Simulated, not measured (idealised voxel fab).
This section sets out a process module, namely voxel plated lines.
Section shown: cut. Width: 235 nm. Cell size: 5 nm, square.
Notation: cross-section as square-cell grid; stated in bands, top first, going down; one or more cell rows per band.
Basically the band line says how high the top is and how high the bottom is, in nm, and then what's in it from left to right, every material with its width in nm. Empty space shows up as "empty", and if a single material carries "all across" it runs the full band edge to edge.
Where do heights start? At 0: under that level the wafer as delivered is made of one material only. And the lowest band has no floor; it just carries on downward, as in "from 0 down".
The width entry "30..40" should be interpreted row by row: the top row of cells in the band takes the first number, the bottom row takes the second number, and the change between adjacent rows is uniform throughout.
Basically "nothing changed" means that step didn't change any cell in the cross-section.
Enclosed voids (no open way to top), threshold 8 cells or more, entry "Unvented voids", notation width x height at distance, distance from left edge, nm.
Anything after a step's settings on that line? It's the simulator's own note about the step.
The line of a step may include "overlay nm". On a step with a mask, this value is how far to the right of its planned place the mask lay. A negative value means the mask lay to the left.

[plan]
1) RECEIVE: material Si
2) CONFORMAL_DEP: material SiO2, thk nm 15
3) DIRECTIONAL_DEP: material TiN, thk nm 5
4) PATTERN: tone open, mask id LINES, material resist, width nm 25, pitch nm 45, thk nm 20, overlay nm -15
5) EPI: material Ru, thk nm 10
6) STRIP: etch materials resist
7) DIRECTIONAL_ETCH: etch materials TiN, depth nm 5
8) CONFORMAL_DEP: material SiO2, thk nm 5
Keep in mind the plan's value for the overlay nm of step 4 comes from the first wafer; the wafers don't share that setting, but they do share the same starting point.

[Cross-section of the first of several wafers on receipt, reflecting completion of step 1]
	from 0 down = Si all across
	Unvented voids: none

[Cross-section of the first of several wafers, taken after step 8, where the module ends]
	from 35 to 30 = empty (40) | SiO2 (35) | empty (10) | SiO2 (35) | empty (10) | SiO2 (35) | empty (70)
	from 30 to 20 = empty (40) | SiO2 (5) | Ru (25) | SiO2 (5) | empty (10) | SiO2 (5) | Ru (25) | SiO2 (5) | empty (10) | SiO2 (5) | Ru (25) | SiO2 (5) | empty (70)
	from 20 to 15 = SiO2 (45) | TiN (25) | SiO2 (20) | TiN (25) | SiO2 (20) | TiN (25) | SiO2 (75)
	from 15 to 0 = SiO2 all across
	from 0 down = Si all across
	Unvented voids: none

[Showing the last wafer in cross-section at the end of the module]
	from 35 to 30 = empty (70) | SiO2 (35) | empty (10) | SiO2 (35) | empty (10) | SiO2 (35) | empty (40)
	from 30 to 20 = empty (70) | SiO2 (5) | Ru (25) | SiO2 (5) | empty (10) | SiO2 (5) | Ru (25) | SiO2 (5) | empty (10) | SiO2 (5) | Ru (25) | SiO2 (5) | empty (40)
	from 20 to 15 = SiO2 (75) | TiN (25) | SiO2 (20) | TiN (25) | SiO2 (20) | TiN (25) | SiO2 (45)
	from 15 to 0 = SiO2 all across
	from 0 down = Si all across
	Unvented voids: none

[Table: wafers, a row each; end-of-module cell change per material since receipt, gain (+), loss (-); then closed voids]
overlay nm -15 | +30 Ru | +206 SiO2 | +15 TiN | Unvented voids: none
overlay nm -10 | +30 Ru | +206 SiO2 | +15 TiN | Unvented voids: none
overlay nm -5 | +30 Ru | +206 SiO2 | +15 TiN | Unvented voids: none
overlay nm 0 | +30 Ru | +206 SiO2 | +15 TiN | Unvented voids: none
overlay nm 5 | +30 Ru | +206 SiO2 | +15 TiN | Unvented voids: none
overlay nm 10 | +30 Ru | +206 SiO2 | +15 TiN | Unvented voids: none
overlay nm 15 | +30 Ru | +206 SiO2 | +15 TiN | Unvented voids: none
